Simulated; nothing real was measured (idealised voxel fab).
The document below concerns the process module designated voxel ribs on slabs.
Each square cell in cross-section cut measures 5 nm, and the section as a whole is 180 nm wide.
Format of a cross-section: grid, square cells. Given as bands. Order: top down. Band: one or more rows of cells.
A band entry consists of two parts. The first gives the height of the band's top and the height of its bottom, in nm. The rest lists the band's materials from left to right, each with its width in nm. A single material labelled with the word "all across" fills the band from edge to edge, and the word "empty" marks empty space.
Zero point of the height axis is 0; under it, received wafer = one material. Lowest band: continues down indefinitely, "z 0 and below".
So if you see something like "30..40" for the width, read it as the top row of the band sitting at the first number and the bottom row at the second, with every row in between moving by the same amount as the last.
Basically "left unchanged" means that step didn't change any cell in the cross-section.
Heads up: "Completely sealed voids" only lists the empty pockets with no open path to the top that are 8 cells or more, and it writes them as width x height at distance, distance from the left edge, in nm.
Heads up: the bit after the settings on a step's line is the simulator's remark on that step.
overlay nm: how far to the right of its planned place the mask lay on this masked step (negative: to the left).
Note: before/after cross-section pairs follow, one process step per pair, after-side truncated at the lowest changed band, step and settings given beneath. Different runs of this module on the same starting wafer may supply the pairs; a pair continues the one above only where the "Before processing" entry says so.
Before processing:
  z 75 to 60: empty: 75, then aC: 30, then empty: 75
  z 60 to 50: TiN all across
  z 50 to 35: SiO2 all across
  z 35 to 30: SiO2: 85, then SiN: 15, then SiO2: 80
  z 30 to 20: SiO2: 60, then SiN: 60, then SiO2: 60
  z 20 to 0: SiO2 all across
  z 0 and below: Si all across
  Completely sealed voids: none
Post-Process Section:
  z 75 to 60: empty: 75, then aC: 30, then empty: 75
  z 60 to 50: empty: 75, then TiN: 30, then empty: 75
  At heights below 50, the structure remains unaltered.
  Completely sealed voids: none
Step lying between the two cross-sections just above: DIRECTIONAL_ETCH | etch materials TiN | depth nm 10
Before processing: The structure entering this step is exactly what the pair just above shows after its step.
Post-Process Section:
  z 60 to 50: empty: 75, then TiN: 30, then empty: 75
  At heights below 50, the structure remains unaltered.
  Completely sealed voids: none
Step lying between the two cross-sections just above: STRIP | etch materials aC
Before processing: The structure entering this step is exactly what the pair just above shows after its step.
Post-Process Section:
  z 70 to 60: empty: 65, then SiO2: 50, then empty: 65
  z 60 to 50: SiO2: 75, then TiN: 30, then SiO2: 75
  At heights below 50, the structure remains unaltered.
  Completely sealed voids: none
Step lying between the two cross-sections just above: CONFORMAL_DEP | material SiO2 | thk nm 10
Before processing:
  z 45 to 40: empty: 80, then aC: 20, then empty: 80
  z 40 to 35: aC all across
  z 35 to 30: aC: 80, then SiN: 20, then aC: 80
  z 30 to 20: SiN all across
  z 20 to 0: SiO2 all across
  z 0 and below: Si all across
  Completely sealed voids: none
Post-Process Section:
  z 75 to 45: empty: 70, then resist: 60, then empty: 50
  z 45 to 40: empty: 70, then resist: 10, then aC: 20, then resist: 30, then empty: 50
  At heights below 40, the structure remains unaltered.
  Completely sealed voids: none
Step lying between the two cross-sections just above: PATTERN | tone cover | mask id SLAB | material resist | width nm 60 | thk nm 30 | overlay nm 10
Before processing: The structure entering this step is exactly what the pair just above shows after its step.
Post-Process Section:
  z 65 to 45: empty: 70, then resist: 60, then empty: 50
  z 45 to 40: empty: 70, then resist: 10, then aC: 20, then resist: 30, then empty: 50
  z 40 to 35: empty: 70, then aC: 60, then empty: 50
  z 35 to 30: empty: 70, then aC: 10, then SiN: 20, then aC: 30, then empty: 50
  At heights below 30, the structure remains unaltered.
  Completely sealed voids: none
Step lying between the two cross-sections just above: DIRECTIONAL_ETCH | etch materials aC | depth nm 10
Before processing: The structure entering this step is exactly what the pair just above shows after its step.
Post-Process Section:
  z 45 to 35: empty: 80..70, then aC: 20..60, then empty: 80..50
  At heights below 35, the structure remains unaltered.
  Completely sealed voids: none
Step lying between the two cross-sections just above: STRIP | etch materials resist
Before processing: The structure entering this step is exactly what the pair just above shows after its step.
Post-Process Section:
  z 45 to 35: empty: 80..70, then aC: 20..60, then empty: 80..50
  z 35 to 30: empty: 70, then aC: 10, then SiN: 20, then aC: 30, then empty: 50
  z 30 to 20: empty: 70, then SiN: 60, then empty: 50
  At heights below 20, the structure remains unaltered.
  Completely sealed voids: none
Step lying between the two cross-sections just above: DIRECTIONAL_ETCH | etch materials SiN | depth nm 10
Before processing: The structure entering this step is exactly what the pair just above shows after its step.
Post-Process Section:
  z 35 to 30: empty: 80, then SiN: 20, then empty: 80
  At heights below 30, the structure remains unaltered.
  Completely sealed voids: none
Step lying between the two cross-sections just above: STRIP | etch materials aC
Before processing: The structure entering this step is exactly what the pair just above shows after its step.
Post-Process Section:
  z 55 to 35: SiO2 all across
  z 35 to 30: SiO2: 80, then SiN: 20, then SiO2: 80
  z 30 to 20: SiO2: 70, then SiN: 60, then SiO2: 50
  At heights below 20, the structure remains unaltered.
  Completely sealed voids: none
Step lying between the two cross-sections just above: FILL_DEP | material SiO2 | thk nm 20
Before processing: The structure entering this step is exactly what the pair just above shows after its step.
Post-Process Section:
  z 50 to 35: SiO2 all across
  At heights below 35, the structure remains unaltered.
  Completely sealed voids: none
Step lying between the two cross-sections just above: CMP | height nm 50
Before processing: The structure entering this step is exactly what the pair just above shows after its step.
Post-Process Section:
  z 60 to 50: TiN all across
  At heights below 50, the structure remains unaltered.
  Completely sealed voids: none
Step lying between the two cross-sections just above: DIRECTIONAL_DEP | material TiN | thk nm 10
Before processing: The structure entering this step is exactly what the pair just above shows after its step.
Post-Process Section:
  z 75 to 60: aC all across
  At heights below 60, the structure remains unaltered.
  Completely sealed voids: none
Step lying between the two cross-sections just above: DIRECTIONAL_DEP | material aC | thk nm 15
Before processing: The structure entering this step is exactly what the pair just above shows after its step.
Post-Process Section:
  z 110 to 75: empty: 75, then resist: 30, then empty: 75
  At heights below 75, the structure remains unaltered.
  Completely sealed voids: none
Step lying between the two cross-sections just above: PATTERN | tone cover | mask id HEATER | material resist | width nm 30 | thk nm 35 | overlay nm 0
Before processing: The structure entering this step is exactly what the pair just above shows after its step.
Post-Process Section:
  z 95 to 75: empty: 75, then resist: 30, then empty: 75
  z 75 to 60: empty: 75, then aC: 30, then empty: 75
  At heights below 60, the structure remains unaltered.
  Completely sealed voids: none
Step lying between the two cross-sections just above: DIRECTIONAL_ETCH | etch materials aC | depth nm 15
Before processing: The structure entering this step is exactly what the pair just above shows after its step.
Post-Process Section:
  z 75 to 60: empty: 75, then aC: 30, then empty: 75
  At heights below 60, the structure remains unaltered.
  Completely sealed voids: none
Step lying between the two cross-sections just above: STRIP | etch materials resist
Before processing: The structure entering this step is exactly what the pair just above shows after its step.
Post-Process Section:
  z 75 to 60: empty: 75, then aC: 30, then empty: 75
  z 60 to 50: empty: 75, then TiN: 30, then empty: 75
  At heights below 50, the structure remains unaltered.
  Completely sealed voids: none
Step lying between the two cross-sections just above: DIRECTIONAL_ETCH | etch materials TiN | depth nm 10
Before processing: The structure entering this step is exactly what the pair just above shows after its step.
Post-Process Section:
  z 60 to 50: empty: 75, then TiN: 30, then empty: 75
  At heights below 50, the structure remains unaltered.
  Completely sealed voids: none
Step lying between the two cross-sections just above: STRIP | etch materials aC
Before processing: The structure entering this step is exactly what the pair just above shows after its step.
Post-Process Section:
  z 70 to 60: empty: 65, then SiO2: 50, then empty: 65
  z 60 to 50: SiO2: 75, then TiN: 30, then SiO2: 75
  At heights below 50, the structure remains unaltered.
  Completely sealed voids: none
Step lying between the two cross-sections just above: CONFORMAL_DEP | material SiO2 | thk nm 10
Before processing:
  z 35 to 30: empty: 80, then SiN: 20, then empty: 80
  z 30 to 20: empty: 60, then SiN: 60, then empty: 60
  z 20 to 0: SiO2 all across
  z 0 and below: Si all across
  Completely sealed voids: none
Post-Process Section:
  z 55 to 20: SiN all across
  At heights below 20, the structure remains unaltered.
  Completely sealed voids: none
Step lying between the two cross-sections just above: FILL_DEP | material SiN | thk nm 20
Before processing: The structure entering this step is exactly what the pair just above shows after its step.
Post-Process Section:
  z 50 to 20: SiN all across
  At heights below 20, the structure remains unaltered.
  Completely sealed voids: none
Step lying between the two cross-sections just above: CMP | height nm 50
Before processing: The structure entering this step is exactly what the pair just above shows after its step.
Post-Process Section:
  z 60 to 50: TiN all across
  At heights below 50, the structure remains unaltered.
  Completely sealed voids: none
Step lying between the two cross-sections just above: DIRECTIONAL_DEP | material TiN | thk nm 10
Before processing: The structure entering this step is exactly what the pair just above shows after its step.
Post-Process Section:
  z 75 to 60: aC all across
  At heights below 60, the structure remains unaltered.
  Completely sealed voids: none
Step lying between the two cross-sections just above: DIRECTIONAL_DEP | material aC | thk nm 15
Before processing: The structure entering this step is exactly what the pair just above shows after its step.
Post-Process Section:
  z 110 to 75: empty: 75, then resist: 30, then empty: 75
  At heights below 75, the structure remains unaltered.
  Completely sealed voids: none
Step lying between the two cross-sections just above: PATTERN | tone cover | mask id HEATER | material resist | width nm 30 | thk nm 35 | overlay nm 0
Before processing: The structure entering this step is exactly what the pair just above shows after its step.
Post-Process Section:
  z 95 to 75: empty: 75, then resist: 30, then empty: 75
  z 75 to 60: empty: 75, then aC: 30, then empty: 75
  At heights below 60, the structure remains unaltered.
  Completely sealed voids: none
Step lying between the two cross-sections just above: DIRECTIONAL_ETCH | etch materials aC | depth nm 15
Before processing: The structure entering this step is exactly what the pair just above shows after its step.
Post-Process Section:
  z 75 to 60: empty: 75, then aC: 30, then empty: 75
  At heights below 60, the structure remains unaltered.
  Completely sealed voids: none
Step lying between the two cross-sections just above: STRIP | etch materials resist
Before processing: The structure entering this step is exactly what the pair just above shows after its step.
Post-Process Section:
  z 75 to 60: empty: 75, then aC: 30, then empty: 75
  z 60 to 50: empty: 75, then TiN: 30, then empty: 75
  At heights below 50, the structure remains unaltered.
  Completely sealed voids: none
Step lying between the two cross-sections just above: DIRECTIONAL_ETCH | etch materials TiN | depth nm 10
Before processing: The structure entering this step is exactly what the pair just above shows after its step.
Post-Process Section:
  z 60 to 50: empty: 75, then TiN: 30, then empty: 75
  At heights below 50, the structure remains unaltered.
  Completely sealed voids: none
Step lying between the two cross-sections just above: STRIP | etch materials aC
Before processing: The structure entering this step is exactly what the pair just above shows after its step.
Post-Process Section:
  z 70 to 60: empty: 65, then SiO2: 50, then empty: 65
  z 60 to 50: SiO2: 75, then TiN: 30, then SiO2: 75
  At heights below 50, the structure remains unaltered.
  Completely sealed voids: none
Step lying between the two cross-sections just above: CONFORMAL_DEP | material SiO2 | thk nm 10
Before processing:
  z 50 to 35: aC all across
  z 35 to 20: SiN all across
  z 20 to 0: SiO2 all across
  z 0 and below: Si all across
  Completely sealed voids: none
Post-Process Section:
  z 85 to 50: resist: 80, then empty: 20, then resist: 80
  At heights below 50, the structure remains unaltered.
  Completely sealed voids: none
Step lying between the two cross-sections just above: PATTERN | tone open | mask id RIB | material resist | width nm 20 | thk nm 35 | overlay nm 0
Before processing: The structure entering this step is exactly what the pair just above shows after its step.
Post-Process Section:
  z 70 to 50: resist: 80, then empty: 20, then resist: 80
  z 50 to 35: aC: 80, then empty: 20, then aC: 80
  At heights below 35, the structure remains unaltered.
  Completely sealed voids: none
Step lying between the two cross-sections just above: DIRECTIONAL_ETCH | etch materials aC | depth nm 15
Before processing: The structure entering this step is exactly what the pair just above shows after its step.
Post-Process Section:
  z 50 to 35: aC: 80, then empty: 20, then aC: 80
  At heights below 35, the structure remains unaltered.
  Completely sealed voids: none
Step lying between the two cross-sections just above: STRIP | etch materials resist
Before processing: The structure entering this step is exactly what the pair just above shows after its step.
Post-Process Section:
  z 50 to 35: aC: 80, then empty: 20, then aC: 80
  z 35 to 30: SiN: 80, then empty: 20, then SiN: 80
  At heights below 30, the structure remains unaltered.
  Completely sealed voids: none
Step lying between the two cross-sections just above: DIRECTIONAL_ETCH | etch materials SiN | depth nm 5
Before processing: The structure entering this step is exactly what the pair just above shows after its step.
Post-Process Section:
  z 35 to 30: SiN: 80, then empty: 20, then SiN: 80
  At heights below 30, the structure remains unaltered.
  Completely sealed voids: none
Step lying between the two cross-sections just above: STRIP | etch materials aC
Before processing: The structure entering this step is exactly what the pair just above shows after its step.
Post-Process Section:
  z 45 to 40: aC: 80, then empty: 20, then aC: 80
  z 40 to 35: aC all across
  z 35 to 30: SiN: 80, then aC: 20, then SiN: 80
  At heights below 30, the structure remains unaltered.
  Completely sealed voids: none
Step lying between the two cross-sections just above: DIRECTIONAL_DEP | material aC | thk nm 10
Before processing: The structure entering this step is exactly what the pair just above shows after its step.
Post-Process Section:
  z 75 to 45: empty: 60, then resist: 60, then empty: 60
  z 45 to 40: aC: 80, then resist: 20, then aC: 80
  At heights below 40, the structure remains unaltered.
  Completely sealed voids: none
Step lying between the two cross-sections just above: PATTERN | tone cover | mask id SLAB | material resist | width nm 60 | thk nm 30 | overlay nm 0
Before processing: The structure entering this step is exactly what the pair just above shows after its step.
Post-Process Section:
  z 65 to 45: empty: 60, then resist: 60, then empty: 60
  z 45 to 40: empty: 60, then aC: 20, then resist: 20, then aC: 20, then empty: 60
  z 40 to 35: empty: 60, then aC: 60, then empty: 60
  At heights below 35, the structure remains unaltered.
  Completely sealed voids: none
Step lying between the two cross-sections just above: DIRECTIONAL_ETCH | etch materials aC | depth nm 10
Before processing: The structure entering this step is exactly what the pair just above shows after its step.
Post-Process Section:
  z 45 to 40: empty: 60, then aC: 20, then empty: 20, then aC: 20, then empty: 60
  At heights below 40, the structure remains unaltered.
  Completely sealed voids: none
Step lying between the two cross-sections just above: STRIP | etch materials resist
Before processing: The structure entering this step is exactly what the pair just above shows after its step.
Post-Process Section:
  z 45 to 40: empty: 60, then aC: 20, then empty: 20, then aC: 20, then empty: 60
  z 40 to 35: empty: 60, then aC: 60, then empty: 60
  z 35 to 30: empty: 60, then SiN: 20, then aC: 20, then SiN: 20, then empty: 60
  z 30 to 25: empty: 60, then SiN: 60, then empty: 60
  At heights below 25, the structure remains unaltered.
  Completely sealed voids: none
Step lying between the two cross-sections just above: DIRECTIONAL_ETCH | etch materials SiN | depth nm 10
Before processing: The structure entering this step is exactly what the pair just above shows after its step.
Post-Process Section:
  z 35 to 30: empty: 60, then SiN: 20, then empty: 20, then SiN: 20, then empty: 60
  At heights below 30, the structure remains unaltered.
  Completely sealed voids: none
Step lying between the two cross-sections just above: STRIP | etch materials aC
Before processing: The structure entering this step is exactly what the pair just above shows after its step.
Post-Process Section:
  z 55 to 35: SiO2 all across
  z 35 to 30: SiO2: 60, then SiN: 20, then SiO2: 20, then SiN: 20, then SiO2: 60
  z 30 to 25: SiO2: 60, then SiN: 60, then SiO2: 60
  At heights below 25, the structure remains unaltered.
  Completely sealed voids: none
Step lying between the two cross-sections just above: FILL_DEP | material SiO2 | thk nm 20
Before processing: The structure entering this step is exactly what the pair just above shows after its step.
Post-Process Section:
  z 50 to 35: SiO2 all across
  At heights below 35, the structure remains unaltered.
  Completely sealed voids: none
Step lying between the two cross-sections just above: CMP | height nm 50
Before processing: The structure entering this step is exactly what the pair just above shows after its step.
Post-Process Section:
  z 60 to 50: TiN all across
  At heights below 50, the structure remains unaltered.
  Completely sealed voids: none
Step lying between the two cross-sections just above: DIRECTIONAL_DEP | material TiN | thk nm 10
Before processing: The structure entering this step is exactly what the pair just above shows after its step.
Post-Process Section:
  z 75 to 60: aC all across
  At heights below 60, the structure remains unaltered.
  Completely sealed voids: none
Step lying between the two cross-sections just above: DIRECTIONAL_DEP | material aC | thk nm 15
Before processing: The structure entering this step is exactly what the pair just above shows after its step.
Post-Process Section:
  z 110 to 75: empty: 75, then resist: 30, then empty: 75
  At heights below 75, the structure remains unaltered.
  Completely sealed voids: none
Step lying between the two cross-sections just above: PATTERN | tone cover | mask id HEATER | material resist | width nm 30 | thk nm 35 | overlay nm 0
Before processing: The structure entering this step is exactly what the pair just above shows after its step.
Post-Process Section:
  z 95 to 75: empty: 75, then resist: 30, then empty: 75
  z 75 to 60: empty: 75, then aC: 30, then empty: 75
  At heights below 60, the structure remains unaltered.
  Completely sealed voids: none
Step lying between the two cross-sections just above: DIRECTIONAL_ETCH | etch materials aC | depth nm 15
Before processing: The structure entering this step is exactly what the pair just above shows after its step.
Post-Process Section:
  z 75 to 60: empty: 75, then aC: 30, then empty: 75
  At heights below 60, the structure remains unaltered.
  Completely sealed voids: none
Step lying between the two cross-sections just above: STRIP | etch materials resist
Before processing: The structure entering this step is exactly what the pair just above shows after its step.
Post-Process Section:
  z 75 to 60: empty: 75, then aC: 30, then empty: 75
  z 60 to 50: empty: 75, then TiN: 30, then empty: 75
  At heights below 50, the structure remains unaltered.
  Completely sealed voids: none
Step lying between the two cross-sections just above: DIRECTIONAL_ETCH | etch materials TiN | depth nm 10
Before processing: The structure entering this step is exactly what the pair just above shows after its step.
Post-Process Section:
  z 60 to 50: empty: 75, then TiN: 30, then empty: 75
  At heights below 50, the structure remains unaltered.
  Completely sealed voids: none
Step lying between the two cross-sections just above: STRIP | etch materials aC
Before processing: The structure entering this step is exactly what the pair just above shows after its step.
Post-Process Section:
  z 70 to 60: empty: 65, then SiO2: 50, then empty: 65
  z 60 to 50: SiO2: 75, then TiN: 30, then SiO2: 75
  At heights below 50, the structure remains unaltered.
  Completely sealed voids: none
Step lying between the two cross-sections just above: CONFORMAL_DEP | material SiO2 | thk nm 10
